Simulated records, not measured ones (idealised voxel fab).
Process module name: voxel capacitor over wiring
275 nm wide, 5 nm square cells: that's cross-section cut.
Cross-section layout: square cells on a grid; listed as bands, top to bottom; a band spans one or more cell rows.
Band: top height; bottom height; in nm. Then, left to right: material with width in nm, for each material. "all across": a single material spanning edge to edge. "air": empty space.
Zero point of the height axis is 0; under it, received wafer = one material. Lowest band: continues down indefinitely, "0 down".
Top row gets the first number, bottom row gets the second, and each row in between changes by the same step: that is how a band width like "30->40" works.
What does "no alteration" mean for a step? It means no cell of the cross-section changed in that step.
Listed in "Closed cavities": every empty space of 8 or more cells without an open way to the top. Form: width x height at distance, the distance being from the left edge, all in nm.
after a step's settings: what the simulator itself notes on the step
For masked steps, "overlay nm" on the step line gives how far right of plan the mask actually lay; a minus sign means it lay to the left.

So here's the lineup of process steps we planned:
1) RECEIVE,material Si
2) CONFORMAL_DEP,material SiO2,thk nm 15
3) DIRECTIONAL_DEP,material TiN,thk nm 5
4) DIRECTIONAL_DEP,material Ru,thk nm 20
5) MASKED_ETCH,tone cover,mask id METAL_1,width nm 20,pitch nm 90,etch materials Ru,depth nm 20,overlay nm 0
6) MASKED_ETCH,tone cover,mask id METAL_1,width nm 20,pitch nm 90,etch materials TiN,depth nm 5,overlay nm 0
7) FILL_DEP,material SiO2,thk nm 5
8) CMP,height nm 40
9) CONFORMAL_DEP,material SiCN,thk nm 5
10) DIRECTIONAL_DEP,material lowk,thk nm 20
11) PATTERN,tone open,mask id PLUG_1,material resist,width nm 15,thk nm 20,overlay nm 0
12) DIRECTIONAL_ETCH,etch materials lowk,depth nm 20
13) DIRECTIONAL_ETCH,etch materials SiCN,depth nm 5
14) STRIP,etch materials resist
15) CONFORMAL_DEP,material TiN,thk nm 5
16) FILL_DEP,material Cu,thk nm 10
17) CMP,height nm 65
18) DIRECTIONAL_DEP,material TiN,thk nm 10
19) DIRECTIONAL_DEP,material SiN,thk nm 5
20) DIRECTIONAL_DEP,material TiN,thk nm 5
21) MASKED_ETCH,tone cover,mask id UPPER_PLATE,width nm 75,etch materials TiN,depth nm 5,overlay nm 0
22) MASKED_ETCH,tone cover,mask id UPPER_PLATE,width nm 75,etch materials SiN,depth nm 5,overlay nm 0
23) MASKED_ETCH,tone cover,mask id LOWER_PLATE,width nm 85,etch materials TiN,depth nm 10,overlay nm 0
24) FILL_DEP,material SiO2,thk nm 15
25) CMP,height nm 95
26) PATTERN,tone open,mask id PLUG_2,material resist,width nm 15,thk nm 20,overlay nm 0
27) DIRECTIONAL_ETCH,etch materials SiO2,depth nm 10
28) STRIP,etch materials resist
29) CONFORMAL_DEP,material TiN,thk nm 5
30) FILL_DEP,material W,thk nm 5
31) CMP,height nm 95
32) CONFORMAL_DEP,material SiCN,thk nm 5

The cross-section here shows the wafer as received, i.e. in its state after step 1:
	0 down: Si all across
	Closed cavities: none

Cross-section: first of two wafers, module finished, run according to plan:
	100 to 95: SiCN all across
	95 to 90: SiO2=95; TiN=5; W=5; TiN=5; SiO2=165
	90 to 80: SiO2=95->85; TiN=15->75; SiO2=165->115
	80 to 75: SiO2=85; SiN=75; SiO2=115
	75 to 65: SiO2=80; TiN=85; SiO2=110
	65 to 45: lowk=85; TiN=5; Cu=5; TiN=5; lowk=175
	45 to 40: SiCN=85; TiN=15; SiCN=175
	40 to 20: SiO2=80; Ru=20; SiO2=70; Ru=20; SiO2=85
	20 to 15: SiO2=80; TiN=20; SiO2=70; TiN=20; SiO2=85
	15 to 0: SiO2 all across
	0 down: Si all across
	Closed cavities: none

This cross-section belongs to the second wafer of two at the end of the module; the start and the plan were shared with the first, and the run included one mistake:
	100 to 95: SiCN all across
	95 to 90: SiO2=95; TiN=5; W=5; TiN=5; SiO2=165
	90 to 85: SiO2=95; TiN=15; SiO2=165
	85 to 80: SiO2=80; TiN=5; SiO2=75; TiN=5; SiO2=110
	80 to 75: SiN all across
	75 to 65: TiN all across
	65 to 45: lowk=85; TiN=5; Cu=5; TiN=5; lowk=175
	45 to 40: SiCN=85; TiN=15; SiCN=175
	40 to 20: SiO2=80; Ru=20; SiO2=70; Ru=20; SiO2=85
	20 to 15: SiO2=80; TiN=20; SiO2=70; TiN=20; SiO2=85
	15 to 0: SiO2 all across
	0 down: Si all across
	Closed cavities: none
Deviation noted in wafer processing: note that step 21 departed from the planned setting and was carried out as MASKED_ETCH,tone open,mask id UPPER_PLATE,width nm 75,etch materials TiN,depth nm 5,overlay nm 0
At the finish, the second wafer shows more or fewer cells for some materials than the first does: +40 SiN, -103 SiO2, +63 TiN
